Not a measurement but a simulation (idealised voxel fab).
Process module under the name voxel self aligned vias
It is cross-section cut that appears here, measuring 275 nm in width, its square cells being 5 nm in size.
Bands, listed from the top down, are how a cross-section gets written in this document; the cross-section itself is a grid of square cells, and a band is one or more rows of them. In this notation a band is specified by the heights of its top and bottom, in that order and in nm, after which its materials appear from left to right, each paired with its width in nm. The word "full width" attached to a single material means that material fills the band from edge to edge; the word "blank" stands for empty space. Measure heights from 0. That's the level where, below it, the as-received wafer is all one material. The lowest band is bottomless and extends downward; write it as in "top 0, no bottom". When a width is written as two numbers, as in "30->40", the first number is the width in the top row of cells of the band and the second is the width in its bottom row, and the width changes by the same amount from each row to the next. It should be understood that the words "everything unchanged", when stated for a given step, signify that the cross-section underwent no change in any of its cells during that step. Listed in "Closed void table": every empty space of 8 or more cells without an open way to the top. Form: width x height at distance, the distance being from the left edge, all in nm. Formally, on a step line, whatever follows the settings is a remark that the simulator itself makes on the step. overlay nm, on a step with a mask: how far to the right of its planned place the mask lay; to the left if negative.
### Steps in the process plan
1. RECEIVE: material Si
2. CONFORMAL_DEP: material SiO2, thk nm 15
3. CONFORMAL_DEP: material SiCN, thk nm 5
4. DIRECTIONAL_DEP: material lowk, thk nm 20
5. PATTERN: tone open, mask id LINES, material resist, width nm 25, pitch nm 60, thk nm 15, overlay nm 0
6. DIRECTIONAL_ETCH: etch materials lowk, depth nm 20
7. STRIP: etch materials resist
8. CONFORMAL_DEP: material TiN, thk nm 5
9. FILL_DEP: material Ru, thk nm 5
10. CMP: height nm 40
11. SELECTIVE_ETCH: etch materials W Ru TiN, depth nm 10
12. FILL_DEP: material SiN, thk nm 5
13. CMP: height nm 40
14. DIRECTIONAL_DEP: material lowk, thk nm 15
15. PATTERN: tone open, mask id VIAS, material resist, width nm 35, pitch nm 60, thk nm 15, overlay nm 0
16. DIRECTIONAL_ETCH: etch materials lowk, depth nm 15
17. DIRECTIONAL_ETCH: etch materials SiN, depth nm 10
18. STRIP: etch materials resist
19. CONFORMAL_DEP: material TiN, thk nm 5
20. FILL_DEP: material Cu, thk nm 10
21. CMP: height nm 55
22. CONFORMAL_DEP: material SiCN, thk nm 5
### First of the two wafers, run per plan
### As-received state of the wafer in cross-section, equivalent to post-step 1
top 0, no bottom | Si full width
Closed void table: none
### Cross-section of the wafer subsequent to step 2
top 15, bottom 0 | SiO2 full width
At heights below 0, the structure remains unaltered.
### Cross-section of the wafer subsequent to step 3
top 20, bottom 15 | SiCN full width
At heights below 15, the structure remains unaltered.
### Cross-section of the wafer subsequent to step 4
top 40, bottom 20 | lowk full width
At heights below 20, the structure remains unaltered.
### Cross-section of the wafer subsequent to step 5
top 55, bottom 40 | 95 resist | 25 blank | 35 resist | 25 blank | 95 resist
At heights below 40, the structure remains unaltered.
### Cross-section of the wafer subsequent to step 6
top 55, bottom 40 | 95 resist | 25 blank | 35 resist | 25 blank | 95 resist
top 40, bottom 20 | 95 lowk | 25 blank | 35 lowk | 25 blank | 95 lowk
At heights below 20, the structure remains unaltered.
### Cross-section of the wafer subsequent to step 7
top 40, bottom 20 | 95 lowk | 25 blank | 35 lowk | 25 blank | 95 lowk
At heights below 20, the structure remains unaltered.
### Cross-section of the wafer subsequent to step 8
top 45, bottom 40 | 100 TiN | 15 blank | 45 TiN | 15 blank | 100 TiN
top 40, bottom 25 | 95 lowk | 5 TiN | 15 blank | 5 TiN | 35 lowk | 5 TiN | 15 blank | 5 TiN | 95 lowk
top 25, bottom 20 | 95 lowk | 25 TiN | 35 lowk | 25 TiN | 95 lowk
At heights below 20, the structure remains unaltered.
### Cross-section of the wafer subsequent to step 9
top 50, bottom 45 | Ru full width
top 45, bottom 40 | 100 TiN | 15 Ru | 45 TiN | 15 Ru | 100 TiN
top 40, bottom 25 | 95 lowk | 5 TiN | 15 Ru | 5 TiN | 35 lowk | 5 TiN | 15 Ru | 5 TiN | 95 lowk
At heights below 25, the structure remains unaltered.
### Cross-section of the wafer subsequent to step 10
top 40, bottom 25 | 95 lowk | 5 TiN | 15 Ru | 5 TiN | 35 lowk | 5 TiN | 15 Ru | 5 TiN | 95 lowk
At heights below 25, the structure remains unaltered.
### Cross-section of the wafer subsequent to step 11
top 40, bottom 30 | 95 lowk | 25 blank | 35 lowk | 25 blank | 95 lowk
At heights below 30, the structure remains unaltered.
### Cross-section of the wafer subsequent to step 12
top 45, bottom 40 | SiN full width
top 40, bottom 30 | 95 lowk | 25 SiN | 35 lowk | 25 SiN | 95 lowk
At heights below 30, the structure remains unaltered.
### Cross-section of the wafer subsequent to step 13
top 40, bottom 30 | 95 lowk | 25 SiN | 35 lowk | 25 SiN | 95 lowk
At heights below 30, the structure remains unaltered.
### Cross-section of the wafer subsequent to step 14
top 55, bottom 40 | lowk full width
At heights below 40, the structure remains unaltered.
### Cross-section of the wafer subsequent to step 15
top 70, bottom 55 | 90 resist | 35 blank | 25 resist | 35 blank | 90 resist
At heights below 55, the structure remains unaltered.
### Cross-section of the wafer subsequent to step 16
top 70, bottom 55 | 90 resist | 35 blank | 25 resist | 35 blank | 90 resist
top 55, bottom 40 | 90 lowk | 35 blank | 25 lowk | 35 blank | 90 lowk
At heights below 40, the structure remains unaltered.
### Cross-section of the wafer subsequent to step 17
top 70, bottom 55 | 90 resist | 35 blank | 25 resist | 35 blank | 90 resist
top 55, bottom 40 | 90 lowk | 35 blank | 25 lowk | 35 blank | 90 lowk
top 40, bottom 30 | 95 lowk | 25 blank | 35 lowk | 25 blank | 95 lowk
At heights below 30, the structure remains unaltered.
### Cross-section of the wafer subsequent to step 18
top 55, bottom 40 | 90 lowk | 35 blank | 25 lowk | 35 blank | 90 lowk
At heights below 40, the structure remains unaltered.
### Cross-section of the wafer subsequent to step 19
top 60, bottom 55 | 95 TiN | 25 blank | 35 TiN | 25 blank | 95 TiN
top 55, bottom 45 | 90 lowk | 5 TiN | 25 blank | 5 TiN | 25 lowk | 5 TiN | 25 blank | 5 TiN | 90 lowk
top 45, bottom 35 | 90->95 lowk | 10->5 TiN | 15 blank | 10->5 TiN | 25->35 lowk | 10->5 TiN | 15 blank | 10->5 TiN | 90->95 lowk
top 35, bottom 30 | 95 lowk | 25 TiN | 35 lowk | 25 TiN | 95 lowk
At heights below 30, the structure remains unaltered.
### Cross-section of the wafer subsequent to step 20
top 70, bottom 60 | Cu full width
top 60, bottom 55 | 95 TiN | 25 Cu | 35 TiN | 25 Cu | 95 TiN
top 55, bottom 45 | 90 lowk | 5 TiN | 25 Cu | 5 TiN | 25 lowk | 5 TiN | 25 Cu | 5 TiN | 90 lowk
top 45, bottom 35 | 90->95 lowk | 10->5 TiN | 15 Cu | 10->5 TiN | 25->35 lowk | 10->5 TiN | 15 Cu | 10->5 TiN | 90->95 lowk
At heights below 35, the structure remains unaltered.
### Cross-section of the wafer subsequent to step 21
top 55, bottom 45 | 90 lowk | 5 TiN | 25 Cu | 5 TiN | 25 lowk | 5 TiN | 25 Cu | 5 TiN | 90 lowk
At heights below 45, the structure remains unaltered.
### Cross-section of the wafer subsequent to step 22
top 60, bottom 55 | SiCN full width
At heights below 55, the structure remains unaltered.
### Second wafer. Start and plan as for the first. One mistake made in running. Agrees with the first up to and including step 15
### Second wafer, cut view, end of step 16 per plan
top 70, bottom 55 | 90 resist | 35 blank | 25 resist | 35 blank | 90 resist
top 55, bottom 40 | 90 lowk | 35 blank | 25 lowk | 35 blank | 90 lowk
top 40, bottom 30 | 90 lowk | 5 blank | 25 SiN | 5 blank | 25 lowk | 5 blank | 25 SiN | 5 blank | 90 lowk
top 30, bottom 25 | 90 lowk | 5 blank | 5 TiN | 15 Ru | 5 TiN | 5 blank | 25 lowk | 5 blank | 5 TiN | 15 Ru | 5 TiN | 5 blank | 90 lowk
At heights below 25, the structure remains unaltered.
### Second wafer, cut view, end of step 17 per plan
top 70, bottom 55 | 90 resist | 35 blank | 25 resist | 35 blank | 90 resist
top 55, bottom 30 | 90 lowk | 35 blank | 25 lowk | 35 blank | 90 lowk
At heights below 30, the structure remains unaltered.
### Second wafer, cut view, end of step 18 per plan
top 55, bottom 30 | 90 lowk | 35 blank | 25 lowk | 35 blank | 90 lowk
At heights below 30, the structure remains unaltered.
### Second wafer, cut view, end of step 19 per plan
top 60, bottom 55 | 95 TiN | 25 blank | 35 TiN | 25 blank | 95 TiN
top 55, bottom 35 | 90 lowk | 5 TiN | 25 blank | 5 TiN | 25 lowk | 5 TiN | 25 blank | 5 TiN | 90 lowk
top 35, bottom 30 | 90 lowk | 35 TiN | 25 lowk | 35 TiN | 90 lowk
top 30, bottom 25 | 90 lowk | 10 TiN | 15 Ru | 10 TiN | 25 lowk | 10 TiN | 15 Ru | 10 TiN | 90 lowk
At heights below 25, the structure remains unaltered.
### Second wafer, cut view, end of step 20 per plan
top 70, bottom 60 | Cu full width
top 60, bottom 55 | 95 TiN | 25 Cu | 35 TiN | 25 Cu | 95 TiN
top 55, bottom 35 | 90 lowk | 5 TiN | 25 Cu | 5 TiN | 25 lowk | 5 TiN | 25 Cu | 5 TiN | 90 lowk
At heights below 35, the structure remains unaltered.
### Second wafer, cut view, end of step 21 per plan
top 55, bottom 35 | 90 lowk | 5 TiN | 25 Cu | 5 TiN | 25 lowk | 5 TiN | 25 Cu | 5 TiN | 90 lowk
At heights below 35, the structure remains unaltered.
### Second wafer, cut view, end of step 22 per plan
top 60, bottom 55 | SiCN full width
At heights below 55, the structure remains unaltered.
What was done differently from what was planned? regarding the plan, step 16 was run twice
Final difference in cells, second wafer against first, listed per material as more or fewer: +8 Cu | +4 TiN | -12 lowk
